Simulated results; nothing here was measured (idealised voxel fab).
process module | voxel self aligned contacts
cross-section cut | 270 nm wide | cells 5 nm
A cross-section is a grid of square cells, given in bands from the top down. A band is one or more rows of cells.
Each band's line starts with the height of the band's top and of its bottom, in nm. Then come its materials from left to right, each with its width in nm. One material with "throughout" fills the band from edge to edge. "air" is empty space.
Height 0 is the level under which the wafer as received is all one material. The lowest band goes on downwards, as in "0 down".
A width such as "30 to 40" changes by the same amount from each row of cells to the next, from the band's top row to its bottom row.
"no change" after a step means that no cell of the cross-section changed.
closed voids: empty space of 8 cells or more with no open way to the top, each as width x height at its distance from the left edge, in nm
after a step's settings: what the simulator itself notes on the step
overlay nm, on a step with a mask: how far to the right of its planned place the mask lay; to the left if negative
Each pair below shows a cross-section before one step and the cross-section after it, down to the lowest band that changed. The line under each pair gives the step between them, with its settings. The pairs can come from different runs of this module on the same starting wafer, so a pair continues from the pair above only where its "before" says so.
before
  0 down: Si throughout
  closed voids: none
after
  0 to -5: SiO2 throughout
  below -5: unchanged
  closed voids: none
the step between: op OXIDIZE | depth nm 5
before: the cross-section after the pair above
after
  25 to 0: polySi throughout
  below 0: unchanged
  closed voids: none
the step between: op DIRECTIONAL_DEP | material polySi | thk nm 25
before: the cross-section after the pair above
after
  45 to 25: SiN throughout
  below 25: unchanged
  closed voids: none
the step between: op DIRECTIONAL_DEP | material SiN | thk nm 20
before: the cross-section after the pair above
after
  65 to 45: air 50 | resist 25 | air 45 | resist 25 | air 45 | resist 25 | air 55
  below 45: unchanged
  closed voids: none
the step between: op PATTERN | tone cover | mask id GATE | material resist | width nm 25 | pitch nm 70 | thk nm 20 | overlay nm 0
before: the cross-section after the pair above
after
  65 to 45: air 50 | resist 25 | air 45 | resist 25 | air 45 | resist 25 | air 55
  45 to 25: air 50 | SiN 25 | air 45 | SiN 25 | air 45 | SiN 25 | air 55
  below 25: unchanged
  closed voids: none
the step between: op DIRECTIONAL_ETCH | etch materials SiN | depth nm 20
before: the cross-section after the pair above
after
  65 to 45: air 50 | resist 25 | air 45 | resist 25 | air 45 | resist 25 | air 55
  45 to 25: air 50 | SiN 25 | air 45 | SiN 25 | air 45 | SiN 25 | air 55
  25 to 0: air 50 | polySi 25 | air 45 | polySi 25 | air 45 | polySi 25 | air 55
  below 0: unchanged
  closed voids: none
the step between: op DIRECTIONAL_ETCH | etch materials polySi | depth nm 25
before: the cross-section after the pair above
after
  45 to 25: air 50 | SiN 25 | air 45 | SiN 25 | air 45 | SiN 25 | air 55
  below 25: unchanged
  closed voids: none
the step between: op STRIP | etch materials resist
before: the cross-section after the pair above
after
  55 to 25: air 40 | SiN 45 | air 25 | SiN 45 | air 25 | SiN 45 | air 45
  25 to 10: air 40 | SiN 10 | polySi 25 | SiN 10 | air 25 | SiN 10 | polySi 25 | SiN 10 | air 25 | SiN 10 | polySi 25 | SiN 10 | air 45
  10 to 0: SiN 50 | polySi 25 | SiN 45 | polySi 25 | SiN 45 | polySi 25 | SiN 55
  below 0: unchanged
  closed voids: none
the step between: op CONFORMAL_DEP | material SiN | thk nm 10
before: the cross-section after the pair above
after
  45 to 25: air 40 | SiN 45 | air 25 | SiN 45 | air 25 | SiN 45 | air 45
  25 to 0: air 40 | SiN 10 | polySi 25 | SiN 10 | air 25 | SiN 10 | polySi 25 | SiN 10 | air 25 | SiN 10 | polySi 25 | SiN 10 | air 45
  below 0: unchanged
  closed voids: none
the step between: op DIRECTIONAL_ETCH | etch materials SiN | depth nm 10
before: the cross-section after the pair above
after
  55 to 45: SiO2 throughout
  45 to 25: SiO2 40 | SiN 45 | SiO2 25 | SiN 45 | SiO2 25 | SiN 45 | SiO2 45
  25 to 0: SiO2 40 | SiN 10 | polySi 25 | SiN 10 | SiO2 25 | SiN 10 | polySi 25 | SiN 10 | SiO2 25 | SiN 10 | polySi 25 | SiN 10 | SiO2 45
  below 0: unchanged
  closed voids: none
the step between: op FILL_DEP | material SiO2 | thk nm 10
before: the cross-section after the pair above
after
  50 to 45: SiO2 throughout
  below 45: unchanged
  closed voids: none
the step between: op CMP | height nm 50
before: the cross-section after the pair above
after
  65 to 50: resist 70 | air 55 | resist 15 | air 55 | resist 75
  below 50: unchanged
  closed voids: none
the step between: op PATTERN | tone open | mask id CONTACT | material resist | width nm 55 | pitch nm 70 | thk nm 15 | overlay nm 0
before: the cross-section after the pair above
after
  65 to 50: resist 70 | air 55 | resist 15 | air 55 | resist 75
  50 to 45: SiO2 70 | air 55 | SiO2 15 | air 55 | SiO2 75
  45 to 25: SiO2 40 | SiN 45 | air 25 | SiN 45 | air 25 | SiN 45 | SiO2 45
  25 to 0: SiO2 40 | SiN 10 | polySi 25 | SiN 10 | air 25 | SiN 10 | polySi 25 | SiN 10 | air 25 | SiN 10 | polySi 25 | SiN 10 | SiO2 45
  0 to -5: SiO2 85 | air 25 | SiO2 45 | air 25 | SiO2 90
  below -5: unchanged
  closed voids: none
the step between: op DIRECTIONAL_ETCH | etch materials SiO2 | depth nm 55
before: the cross-section after the pair above
after
  50 to 45: SiO2 70 | air 55 | SiO2 15 | air 55 | SiO2 75
  below 45: unchanged
  closed voids: none
the step between: op STRIP | etch materials resist
before: the cross-section after the pair above
after
  55 to 50: TiN 75 | air 45 | TiN 25 | air 45 | TiN 80
  50 to 45: SiO2 70 | TiN 20 | air 15 | TiN 20 | SiO2 15 | TiN 20 | air 15 | TiN 20 | SiO2 75
  45 to 25: SiO2 40 | SiN 45 | TiN 5 | air 15 | TiN 5 | SiN 45 | TiN 5 | air 15 | TiN 5 | SiN 45 | SiO2 45
  25 to 0: SiO2 40 | SiN 10 | polySi 25 | SiN 10 | TiN 5 | air 15 | TiN 5 | SiN 10 | polySi 25 | SiN 10 | TiN 5 | air 15 | TiN 5 | SiN 10 | polySi 25 | SiN 10 | SiO2 45
  0 to -5: SiO2 85 | TiN 25 | SiO2 45 | TiN 25 | SiO2 90
  below -5: unchanged
  closed voids: none
the step between: op CONFORMAL_DEP | material TiN | thk nm 5
before: the cross-section after the pair above
after
  65 to 55: W throughout
  55 to 50: TiN 75 | W 45 | TiN 25 | W 45 | TiN 80
  50 to 45: SiO2 70 | TiN 20 | W 15 | TiN 20 | SiO2 15 | TiN 20 | W 15 | TiN 20 | SiO2 75
  45 to 25: SiO2 40 | SiN 45 | TiN 5 | W 15 | TiN 5 | SiN 45 | TiN 5 | W 15 | TiN 5 | SiN 45 | SiO2 45
  25 to 0: SiO2 40 | SiN 10 | polySi 25 | SiN 10 | TiN 5 | W 15 | TiN 5 | SiN 10 | polySi 25 | SiN 10 | TiN 5 | W 15 | TiN 5 | SiN 10 | polySi 25 | SiN 10 | SiO2 45
  below 0: unchanged
  closed voids: none
the step between: op FILL_DEP | material W | thk nm 10
before: the cross-section after the pair above
after
  50 to 45: SiO2 70 | TiN 20 | W 15 | TiN 20 | SiO2 15 | TiN 20 | W 15 | TiN 20 | SiO2 75
  below 45: unchanged
  closed voids: none
the step between: op CMP | height nm 50
before: the cross-section after the pair above
after
  55 to 50: SiN throughout
  below 50: unchanged
  closed voids: none
the step between: op CONFORMAL_DEP | material SiN | thk nm 5
before
  65 to 55: W throughout
  55 to 50: TiN 75 | W 45 | TiN 25 | W 45 | TiN 80
  50 to 45: SiO2 70 | TiN 20 | W 15 | TiN 20 | SiO2 15 | TiN 20 | W 15 | TiN 20 | SiO2 75
  45 to 25: SiO2 40 | SiN 45 | TiN 5 | W 15 | TiN 5 | SiN 45 | TiN 5 | W 15 | TiN 5 | SiN 45 | SiO2 45
  25 to 0: SiO2 40 | SiN 10 | polySi 25 | SiN 10 | TiN 5 | W 15 | TiN 5 | SiN 10 | polySi 25 | SiN 10 | TiN 5 | W 15 | TiN 5 | SiN 10 | polySi 25 | SiN 10 | SiO2 45
  0 to -5: SiO2 85 | TiN 25 | SiO2 45 | TiN 25 | SiO2 90
  -5 down: Si throughout
  closed voids: none
after
  70 to 65: SiN throughout
  below 65: unchanged
  closed voids: none
the step between: op CONFORMAL_DEP | material SiN | thk nm 5
before
  25 to 0: polySi throughout
  0 to -5: SiO2 throughout
  -5 down: Si throughout
  closed voids: none
after
  50 to 0: polySi throughout
  below 0: unchanged
  closed voids: none
the step between: op DIRECTIONAL_DEP | material polySi | thk nm 25
before: the cross-section after the pair above
after
  70 to 50: SiN throughout
  below 50: unchanged
  closed voids: none
the step between: op DIRECTIONAL_DEP | material SiN | thk nm 20
before: the cross-section after the pair above
after
  90 to 70: air 50 | resist 25 | air 45 | resist 25 | air 45 | resist 25 | air 55
  below 70: unchanged
  closed voids: none
the step between: op PATTERN | tone cover | mask id GATE | material resist | width nm 25 | pitch nm 70 | thk nm 20 | overlay nm 0
before: the cross-section after the pair above
after
  90 to 70: air 50 | resist 25 | air 45 | resist 25 | air 45 | resist 25 | air 55
  70 to 50: air 50 | SiN 25 | air 45 | SiN 25 | air 45 | SiN 25 | air 55
  below 50: unchanged
  closed voids: none
the step between: op DIRECTIONAL_ETCH | etch materials SiN | depth nm 20
before: the cross-section after the pair above
after
  90 to 70: air 50 | resist 25 | air 45 | resist 25 | air 45 | resist 25 | air 55
  70 to 50: air 50 | SiN 25 | air 45 | SiN 25 | air 45 | SiN 25 | air 55
  50 to 25: air 50 | polySi 25 | air 45 | polySi 25 | air 45 | polySi 25 | air 55
  below 25: unchanged
  closed voids: none
the step between: op DIRECTIONAL_ETCH | etch materials polySi | depth nm 25
before: the cross-section after the pair above
after
  70 to 50: air 50 | SiN 25 | air 45 | SiN 25 | air 45 | SiN 25 | air 55
  below 50: unchanged
  closed voids: none
the step between: op STRIP | etch materials resist
before: the cross-section after the pair above
after
  80 to 50: air 40 | SiN 45 | air 25 | SiN 45 | air 25 | SiN 45 | air 45
  50 to 35: air 40 | SiN 10 | polySi 25 | SiN 10 | air 25 | SiN 10 | polySi 25 | SiN 10 | air 25 | SiN 10 | polySi 25 | SiN 10 | air 45
  35 to 25: SiN 50 | polySi 25 | SiN 45 | polySi 25 | SiN 45 | polySi 25 | SiN 55
  below 25: unchanged
  closed voids: none
the step between: op CONFORMAL_DEP | material SiN | thk nm 10
before: the cross-section after the pair above
after
  70 to 50: air 40 | SiN 45 | air 25 | SiN 45 | air 25 | SiN 45 | air 45
  50 to 25: air 40 | SiN 10 | polySi 25 | SiN 10 | air 25 | SiN 10 | polySi 25 | SiN 10 | air 25 | SiN 10 | polySi 25 | SiN 10 | air 45
  below 25: unchanged
  closed voids: none
the step between: op DIRECTIONAL_ETCH | etch materials SiN | depth nm 10
before: the cross-section after the pair above
after
  80 to 70: SiO2 throughout
  70 to 50: SiO2 40 | SiN 45 | SiO2 25 | SiN 45 | SiO2 25 | SiN 45 | SiO2 45
  50 to 25: SiO2 40 | SiN 10 | polySi 25 | SiN 10 | SiO2 25 | SiN 10 | polySi 25 | SiN 10 | SiO2 25 | SiN 10 | polySi 25 | SiN 10 | SiO2 45
  below 25: unchanged
  closed voids: none
the step between: op FILL_DEP | material SiO2 | thk nm 10
before: the cross-section after the pair above
after
  50 to 25: SiO2 40 | SiN 10 | polySi 25 | SiN 10 | SiO2 25 | SiN 10 | polySi 25 | SiN 10 | SiO2 25 | SiN 10 | polySi 25 | SiN 10 | SiO2 45
  below 25: unchanged
  closed voids: none
the step between: op CMP | height nm 50
before: the cross-section after the pair above
after
  65 to 50: resist 70 | air 55 | resist 15 | air 55 | resist 75
  below 50: unchanged
  closed voids: none
the step between: op PATTERN | tone open | mask id CONTACT | material resist | width nm 55 | pitch nm 70 | thk nm 15 | overlay nm 0
before: the cross-section after the pair above
after
  65 to 50: resist 70 | air 55 | resist 15 | air 55 | resist 75
  50 to 25: SiO2 40 | SiN 10 | polySi 25 | SiN 10 | air 25 | SiN 10 | polySi 25 | SiN 10 | air 25 | SiN 10 | polySi 25 | SiN 10 | SiO2 45
  below 25: unchanged
  closed voids: none
the step between: op DIRECTIONAL_ETCH | etch materials SiO2 | depth nm 55
before: the cross-section after the pair above
after
  50 to 25: SiO2 40 | SiN 10 | polySi 25 | SiN 10 | air 25 | SiN 10 | polySi 25 | SiN 10 | air 25 | SiN 10 | polySi 25 | SiN 10 | SiO2 45
  below 25: unchanged
  closed voids: none
the step between: op STRIP | etch materials resist
before: the cross-section after the pair above
after
  55 to 50: TiN 90 | air 15 | TiN 55 | air 15 | TiN 95
  50 to 30: SiO2 40 | SiN 10 | polySi 25 | SiN 10 | TiN 5 | air 15 | TiN 5 | SiN 10 | polySi 25 | SiN 10 | TiN 5 | air 15 | TiN 5 | SiN 10 | polySi 25 | SiN 10 | SiO2 45
  30 to 25: SiO2 40 | SiN 10 | polySi 25 | SiN 10 | TiN 25 | SiN 10 | polySi 25 | SiN 10 | TiN 25 | SiN 10 | polySi 25 | SiN 10 | SiO2 45
  below 25: unchanged
  closed voids: none
the step between: op CONFORMAL_DEP | material TiN | thk nm 5
before: the cross-section after the pair above
after
  65 to 55: W throughout
  55 to 50: TiN 90 | W 15 | TiN 55 | W 15 | TiN 95
  50 to 30: SiO2 40 | SiN 10 | polySi 25 | SiN 10 | TiN 5 | W 15 | TiN 5 | SiN 10 | polySi 25 | SiN 10 | TiN 5 | W 15 | TiN 5 | SiN 10 | polySi 25 | SiN 10 | SiO2 45
  below 30: unchanged
  closed voids: none
the step between: op FILL_DEP | material W | thk nm 10
before: the cross-section after the pair above
after
  50 to 30: SiO2 40 | SiN 10 | polySi 25 | SiN 10 | TiN 5 | W 15 | TiN 5 | SiN 10 | polySi 25 | SiN 10 | TiN 5 | W 15 | TiN 5 | SiN 10 | polySi 25 | SiN 10 | SiO2 45
  below 30: unchanged
  closed voids: none
the step between: op CMP | height nm 50
before: the cross-section after the pair above
after
  55 to 50: SiN throughout
  below 50: unchanged
  closed voids: none
the step between: op CONFORMAL_DEP | material SiN | thk nm 5
before
  0 down: Si throughout
  closed voids: none
after
  25 to 0: polySi throughout
  below 0: unchanged
  closed voids: none
the step between: op DIRECTIONAL_DEP | material polySi | thk nm 25
before: the cross-section after the pair above
after
  25 to 20: SiO2 throughout
  below 20: unchanged
  closed voids: none
the step between: op OXIDIZE | depth nm 5
before: the cross-section after the pair above
after
  45 to 25: SiN throughout
  below 25: unchanged
  closed voids: none
the step between: op DIRECTIONAL_DEP | material SiN | thk nm 20
before: the cross-section after the pair above
after
  65 to 45: air 50 | resist 25 | air 45 | resist 25 | air 45 | resist 25 | air 55
  below 45: unchanged
  closed voids: none
the step between: op PATTERN | tone cover | mask id GATE | material resist | width nm 25 | pitch nm 70 | thk nm 20 | overlay nm 0
before: the cross-section after the pair above
after
  65 to 45: air 50 | resist 25 | air 45 | resist 25 | air 45 | resist 25 | air 55
  45 to 25: air 50 | SiN 25 | air 45 | SiN 25 | air 45 | SiN 25 | air 55
  below 25: unchanged
  closed voids: none
the step between: op DIRECTIONAL_ETCH | etch materials SiN | depth nm 20
before: the cross-section after the pair above
after
  45 to 25: air 50 | SiN 25 | air 45 | SiN 25 | air 45 | SiN 25 | air 55
  below 25: unchanged
  closed voids: none
the step between: op STRIP | etch materials resist
before: the cross-section after the pair above
after
  55 to 35: air 40 | SiN 45 | air 25 | SiN 45 | air 25 | SiN 45 | air 45
  35 to 25: SiN throughout
  below 25: unchanged
  closed voids: none
the step between: op CONFORMAL_DEP | material SiN | thk nm 10
before: the cross-section after the pair above
after
  45 to 25: air 40 | SiN 45 | air 25 | SiN 45 | air 25 | SiN 45 | air 45
  below 25: unchanged
  closed voids: none
the step between: op DIRECTIONAL_ETCH | etch materials SiN | depth nm 10
before: the cross-section after the pair above
after
  55 to 45: SiO2 throughout
  45 to 25: SiO2 40 | SiN 45 | SiO2 25 | SiN 45 | SiO2 25 | SiN 45 | SiO2 45
  below 25: unchanged
  closed voids: none
the step between: op FILL_DEP | material SiO2 | thk nm 10
before: the cross-section after the pair above
after
  50 to 45: SiO2 throughout
  below 45: unchanged
  closed voids: none
the step between: op CMP | height nm 50
before: the cross-section after the pair above
after
  65 to 50: resist 70 | air 55 | resist 15 | air 55 | resist 75
  below 50: unchanged
  closed voids: none
the step between: op PATTERN | tone open | mask id CONTACT | material resist | width nm 55 | pitch nm 70 | thk nm 15 | overlay nm 0
before: the cross-section after the pair above
after
  65 to 50: resist 70 | air 55 | resist 15 | air 55 | resist 75
  50 to 45: SiO2 70 | air 55 | SiO2 15 | air 55 | SiO2 75
  45 to 25: SiO2 40 | SiN 45 | air 25 | SiN 45 | air 25 | SiN 45 | SiO2 45
  25 to 20: SiO2 85 | air 25 | SiO2 45 | air 25 | SiO2 90
  below 20: unchanged
  closed voids: none
the step between: op DIRECTIONAL_ETCH | etch materials SiO2 | depth nm 55
before: the cross-section after the pair above
after
  50 to 45: SiO2 70 | air 55 | SiO2 15 | air 55 | SiO2 75
  below 45: unchanged
  closed voids: none
the step between: op STRIP | etch materials resist
before: the cross-section after the pair above
after
  55 to 50: TiN 75 | air 45 | TiN 25 | air 45 | TiN 80
  50 to 45: SiO2 70 | TiN 20 | air 15 | TiN 20 | SiO2 15 | TiN 20 | air 15 | TiN 20 | SiO2 75
  45 to 25: SiO2 40 | SiN 45 | TiN 5 | air 15 | TiN 5 | SiN 45 | TiN 5 | air 15 | TiN 5 | SiN 45 | SiO2 45
  25 to 20: SiO2 85 | TiN 25 | SiO2 45 | TiN 25 | SiO2 90
  below 20: unchanged
  closed voids: none
the step between: op CONFORMAL_DEP | material TiN | thk nm 5
before: the cross-section after the pair above
after
  65 to 55: W throughout
  55 to 50: TiN 75 | W 45 | TiN 25 | W 45 | TiN 80
  50 to 45: SiO2 70 | TiN 20 | W 15 | TiN 20 | SiO2 15 | TiN 20 | W 15 | TiN 20 | SiO2 75
  45 to 25: SiO2 40 | SiN 45 | TiN 5 | W 15 | TiN 5 | SiN 45 | TiN 5 | W 15 | TiN 5 | SiN 45 | SiO2 45
  below 25: unchanged
  closed voids: none
the step between: op FILL_DEP | material W | thk nm 10
before: the cross-section after the pair above
after
  50 to 45: SiO2 70 | TiN 20 | W 15 | TiN 20 | SiO2 15 | TiN 20 | W 15 | TiN 20 | SiO2 75
  below 45: unchanged
  closed voids: none
the step between: op CMP | height nm 50
before: the cross-section after the pair above
after
  55 to 50: SiN throughout
  below 50: unchanged
  closed voids: none
the step between: op CONFORMAL_DEP | material SiN | thk nm 5
before
  25 to 0: polySi throughout
  0 to -5: SiO2 throughout
  -5 down: Si throughout
  closed voids: none
after
  50 to 25: SiN throughout
  below 25: unchanged
  closed voids: none
the step between: op DIRECTIONAL_DEP | material SiN | thk nm 25
before: the cross-section after the pair above
after
  70 to 50: air 50 | resist 25 | air 45 | resist 25 | air 45 | resist 25 | air 55
  below 50: unchanged
  closed voids: none
the step between: op PATTERN | tone cover | mask id GATE | material resist | width nm 25 | pitch nm 70 | thk nm 20 | overlay nm 0
before: the cross-section after the pair above
after
  70 to 50: air 50 | resist 25 | air 45 | resist 25 | air 45 | resist 25 | air 55
  50 to 30: air 50 | SiN 25 | air 45 | SiN 25 | air 45 | SiN 25 | air 55
  below 30: unchanged
  closed voids: none
the step between: op DIRECTIONAL_ETCH | etch materials SiN | depth nm 20
before: the cross-section after the pair above
after
  50 to 30: air 50 | SiN 25 | air 45 | SiN 25 | air 45 | SiN 25 | air 55
  below 30: unchanged
  closed voids: none
the step between: op STRIP | etch materials resist
before: the cross-section after the pair above
after
  60 to 40: air 40 | SiN 45 | air 25 | SiN 45 | air 25 | SiN 45 | air 45
  40 to 25: SiN throughout
  below 25: unchanged
  closed voids: none
the step between: op CONFORMAL_DEP | material SiN | thk nm 10
before: the cross-section after the pair above
after
  50 to 30: air 40 | SiN 45 | air 25 | SiN 45 | air 25 | SiN 45 | air 45
  below 30: unchanged
  closed voids: none
the step between: op DIRECTIONAL_ETCH | etch materials SiN | depth nm 10
before: the cross-section after the pair above
after
  60 to 50: SiO2 throughout
  50 to 30: SiO2 40 | SiN 45 | SiO2 25 | SiN 45 | SiO2 25 | SiN 45 | SiO2 45
  below 30: unchanged
  closed voids: none
the step between: op FILL_DEP | material SiO2 | thk nm 10
before: the cross-section after the pair above
after
  50 to 30: SiO2 40 | SiN 45 | SiO2 25 | SiN 45 | SiO2 25 | SiN 45 | SiO2 45
  below 30: unchanged
  closed voids: none
the step between: op CMP | height nm 50
before: the cross-section after the pair above
after
  65 to 50: resist 70 | air 55 | resist 15 | air 55 | resist 75
  below 50: unchanged
  closed voids: none
the step between: op PATTERN | tone open | mask id CONTACT | material resist | width nm 55 | pitch nm 70 | thk nm 15 | overlay nm 0
before: the cross-section after the pair above
after
  65 to 50: resist 70 | air 55 | resist 15 | air 55 | resist 75
  50 to 30: SiO2 40 | SiN 45 | air 25 | SiN 45 | air 25 | SiN 45 | SiO2 45
  below 30: unchanged
  closed voids: none
the step between: op DIRECTIONAL_ETCH | etch materials SiO2 | depth nm 55
before: the cross-section after the pair above
after
  50 to 30: SiO2 40 | SiN 45 | air 25 | SiN 45 | air 25 | SiN 45 | SiO2 45
  below 30: unchanged
  closed voids: none
the step between: op STRIP | etch materials resist
before: the cross-section after the pair above
after
  55 to 50: TiN 90 | air 15 | TiN 55 | air 15 | TiN 95
  50 to 35: SiO2 40 | SiN 45 | TiN 5 | air 15 | TiN 5 | SiN 45 | TiN 5 | air 15 | TiN 5 | SiN 45 | SiO2 45
  35 to 30: SiO2 40 | SiN 45 | TiN 25 | SiN 45 | TiN 25 | SiN 45 | SiO2 45
  below 30: unchanged
  closed voids: none
the step between: op CONFORMAL_DEP | material TiN | thk nm 5
before: the cross-section after the pair above
after
  65 to 55: W throughout
  55 to 50: TiN 90 | W 15 | TiN 55 | W 15 | TiN 95
  50 to 35: SiO2 40 | SiN 45 | TiN 5 | W 15 | TiN 5 | SiN 45 | TiN 5 | W 15 | TiN 5 | SiN 45 | SiO2 45
  below 35: unchanged
  closed voids: none
the step between: op FILL_DEP | material W | thk nm 10
before: the cross-section after the pair above
after
  50 to 35: SiO2 40 | SiN 45 | TiN 5 | W 15 | TiN 5 | SiN 45 | TiN 5 | W 15 | TiN 5 | SiN 45 | SiO2 45
  below 35: unchanged
  closed voids: none
the step between: op CMP | height nm 50
before: the cross-section after the pair above
after
  55 to 50: SiN throughout
  below 50: unchanged
  closed voids: none
the step between: op CONFORMAL_DEP | material SiN | thk nm 5
before
  45 to 25: SiN throughout
  25 to 0: polySi throughout
  0 to -5: SiO2 throughout
  -5 down: Si throughout
  closed voids: none
after
  65 to 45: air 50 | resist 30 | air 40 | resist 30 | air 40 | resist 30 | air 50
  below 45: unchanged
  closed voids: none
the step between: op PATTERN | tone cover | mask id GATE | material resist | width nm 30 | pitch nm 70 | thk nm 20 | overlay nm 0
before: the cross-section after the pair above
after
  65 to 45: air 50 | resist 30 | air 40 | resist 30 | air 40 | resist 30 | air 50
  45 to 25: air 50 | SiN 30 | air 40 | SiN 30 | air 40 | SiN 30 | air 50
  below 25: unchanged
  closed voids: none
the step between: op DIRECTIONAL_ETCH | etch materials SiN | depth nm 20
before: the cross-section after the pair above
after
  65 to 45: air 50 | resist 30 | air 40 | resist 30 | air 40 | resist 30 | air 50
  45 to 25: air 50 | SiN 30 | air 40 | SiN 30 | air 40 | SiN 30 | air 50
  25 to 0: air 50 | polySi 30 | air 40 | polySi 30 | air 40 | polySi 30 | air 50
  below 0: unchanged
  closed voids: none
the step between: op DIRECTIONAL_ETCH | etch materials polySi | depth nm 25
before: the cross-section after the pair above
after
  45 to 25: air 50 | SiN 30 | air 40 | SiN 30 | air 40 | SiN 30 | air 50
  below 25: unchanged
  closed voids: none
the step between: op STRIP | etch materials resist
before: the cross-section after the pair above
after
  55 to 25: air 40 | SiN 50 | air 20 | SiN 50 | air 20 | SiN 50 | air 40
  25 to 10: air 40 | SiN 10 | polySi 30 | SiN 10 | air 20 | SiN 10 | polySi 30 | SiN 10 | air 20 | SiN 10 | polySi 30 | SiN 10 | air 40
  10 to 0: SiN 50 | polySi 30 | SiN 40 | polySi 30 | SiN 40 | polySi 30 | SiN 50
  below 0: unchanged
  closed voids: none
the step between: op CONFORMAL_DEP | material SiN | thk nm 10
before: the cross-section after the pair above
after
  45 to 25: air 40 | SiN 50 | air 20 | SiN 50 | air 20 | SiN 50 | air 40
  25 to 0: air 40 | SiN 10 | polySi 30 | SiN 10 | air 20 | SiN 10 | polySi 30 | SiN 10 | air 20 | SiN 10 | polySi 30 | SiN 10 | air 40
  below 0: unchanged
  closed voids: none
the step between: op DIRECTIONAL_ETCH | etch materials SiN | depth nm 10
before: the cross-section after the pair above
after
  55 to 45: SiO2 throughout
  45 to 25: SiO2 40 | SiN 50 | SiO2 20 | SiN 50 | SiO2 20 | SiN 50 | SiO2 40
  25 to 0: SiO2 40 | SiN 10 | polySi 30 | SiN 10 | SiO2 20 | SiN 10 | polySi 30 | SiN 10 | SiO2 20 | SiN 10 | polySi 30 | SiN 10 | SiO2 40
  below 0: unchanged
  closed voids: none
the step between: op FILL_DEP | material SiO2 | thk nm 10
before: the cross-section after the pair above
after
  50 to 45: SiO2 throughout
  below 45: unchanged
  closed voids: none
the step between: op CMP | height nm 50
before: the cross-section after the pair above
after
  65 to 50: resist 70 | air 55 | resist 15 | air 55 | resist 75
  below 50: unchanged
  closed voids: none
the step between: op PATTERN | tone open | mask id CONTACT | material resist | width nm 55 | pitch nm 70 | thk nm 15 | overlay nm 0
before: the cross-section after the pair above
after
  65 to 50: resist 70 | air 55 | resist 15 | air 55 | resist 75
  50 to 45: SiO2 70 | air 55 | SiO2 15 | air 55 | SiO2 75
  45 to 25: SiO2 40 | SiN 50 | air 20 | SiN 50 | air 20 | SiN 50 | SiO2 40
  25 to 0: SiO2 40 | SiN 10 | polySi 30 | SiN 10 | air 20 | SiN 10 | polySi 30 | SiN 10 | air 20 | SiN 10 | polySi 30 | SiN 10 | SiO2 40
  0 to -5: SiO2 90 | air 20 | SiO2 50 | air 20 | SiO2 90
  below -5: unchanged
  closed voids: none
the step between: op DIRECTIONAL_ETCH | etch materials SiO2 | depth nm 55
before: the cross-section after the pair above
after
  50 to 45: SiO2 70 | air 55 | SiO2 15 | air 55 | SiO2 75
  below 45: unchanged
  closed voids: none
the step between: op STRIP | etch materials resist
before: the cross-section after the pair above
after
  55 to 50: TiN 75 | air 45 | TiN 25 | air 45 | TiN 80
  50 to 45: SiO2 70 | TiN 25 | air 10 | TiN 20 | SiO2 15 | TiN 25 | air 10 | TiN 20 | SiO2 75
  45 to 25: SiO2 40 | SiN 50 | TiN 5 | air 10 | TiN 5 | SiN 50 | TiN 5 | air 10 | TiN 5 | SiN 50 | SiO2 40
  25 to 0: SiO2 40 | SiN 10 | polySi 30 | SiN 10 | TiN 5 | air 10 | TiN 5 | SiN 10 | polySi 30 | SiN 10 | TiN 5 | air 10 | TiN 5 | SiN 10 | polySi 30 | SiN 10 | SiO2 40
  0 to -5: SiO2 90 | TiN 20 | SiO2 50 | TiN 20 | SiO2 90
  below -5: unchanged
  closed voids: none
the step between: op CONFORMAL_DEP | material TiN | thk nm 5
before: the cross-section after the pair above
after
  65 to 55: W throughout
  55 to 50: TiN 75 | W 45 | TiN 25 | W 45 | TiN 80
  50 to 45: SiO2 70 | TiN 25 | W 10 | TiN 20 | SiO2 15 | TiN 25 | W 10 | TiN 20 | SiO2 75
  45 to 25: SiO2 40 | SiN 50 | TiN 5 | W 10 | TiN 5 | SiN 50 | TiN 5 | W 10 | TiN 5 | SiN 50 | SiO2 40
  25 to 0: SiO2 40 | SiN 10 | polySi 30 | SiN 10 | TiN 5 | W 10 | TiN 5 | SiN 10 | polySi 30 | SiN 10 | TiN 5 | W 10 | TiN 5 | SiN 10 | polySi 30 | SiN 10 | SiO2 40
  below 0: unchanged
  closed voids: none
the step between: op FILL_DEP | material W | thk nm 10
before: the cross-section after the pair above
after
  50 to 45: SiO2 70 | TiN 25 | W 10 | TiN 20 | SiO2 15 | TiN 25 | W 10 | TiN 20 | SiO2 75
  below 45: unchanged
  closed voids: none
the step between: op CMP | height nm 50
before: the cross-section after the pair above
after
  55 to 50: SiN throughout
  below 50: unchanged
  closed voids: none
the step between: op CONFORMAL_DEP | material SiN | thk nm 5
before
  45 to 25: SiN throughout
  25 to 0: polySi throughout
  0 to -5: SiO2 throughout
  -5 down: Si throughout
  closed voids: none
after
  65 to 45: air 60 | resist 25 | air 45 | resist 25 | air 45 | resist 25 | air 45
  below 45: unchanged
  closed voids: none
the step between: op PATTERN | tone cover | mask id GATE | material resist | width nm 25 | pitch nm 70 | thk nm 20 | overlay nm 10
before: the cross-section after the pair above
after
  65 to 45: air 60 | resist 25 | air 45 | resist 25 | air 45 | resist 25 | air 45
  45 to 25: air 60 | SiN 25 | air 45 | SiN 25 | air 45 | SiN 25 | air 45
  below 25: unchanged
  closed voids: none
the step between: op DIRECTIONAL_ETCH | etch materials SiN | depth nm 20
before: the cross-section after the pair above
after
  65 to 45: air 60 | resist 25 | air 45 | resist 25 | air 45 | resist 25 | air 45
  45 to 25: air 60 | SiN 25 | air 45 | SiN 25 | air 45 | SiN 25 | air 45
  25 to 0: air 60 | polySi 25 | air 45 | polySi 25 | air 45 | polySi 25 | air 45
  below 0: unchanged
  closed voids: none
the step between: op DIRECTIONAL_ETCH | etch materials polySi | depth nm 25
before: the cross-section after the pair above
after
  45 to 25: air 60 | SiN 25 | air 45 | SiN 25 | air 45 | SiN 25 | air 45
  below 25: unchanged
  closed voids: none
the step between: op STRIP | etch materials resist
before: the cross-section after the pair above
after
  55 to 25: air 50 | SiN 45 | air 25 | SiN 45 | air 25 | SiN 45 | air 35
  25 to 10: air 50 | SiN 10 | polySi 25 | SiN 10 | air 25 | SiN 10 | polySi 25 | SiN 10 | air 25 | SiN 10 | polySi 25 | SiN 10 | air 35
  10 to 0: SiN 60 | polySi 25 | SiN 45 | polySi 25 | SiN 45 | polySi 25 | SiN 45
  below 0: unchanged
  closed voids: none
the step between: op CONFORMAL_DEP | material SiN | thk nm 10
before: the cross-section after the pair above
after
  45 to 25: air 50 | SiN 45 | air 25 | SiN 45 | air 25 | SiN 45 | air 35
  25 to 0: air 50 | SiN 10 | polySi 25 | SiN 10 | air 25 | SiN 10 | polySi 25 | SiN 10 | air 25 | SiN 10 | polySi 25 | SiN 10 | air 35
  below 0: unchanged
  closed voids: none
the step between: op DIRECTIONAL_ETCH | etch materials SiN | depth nm 10
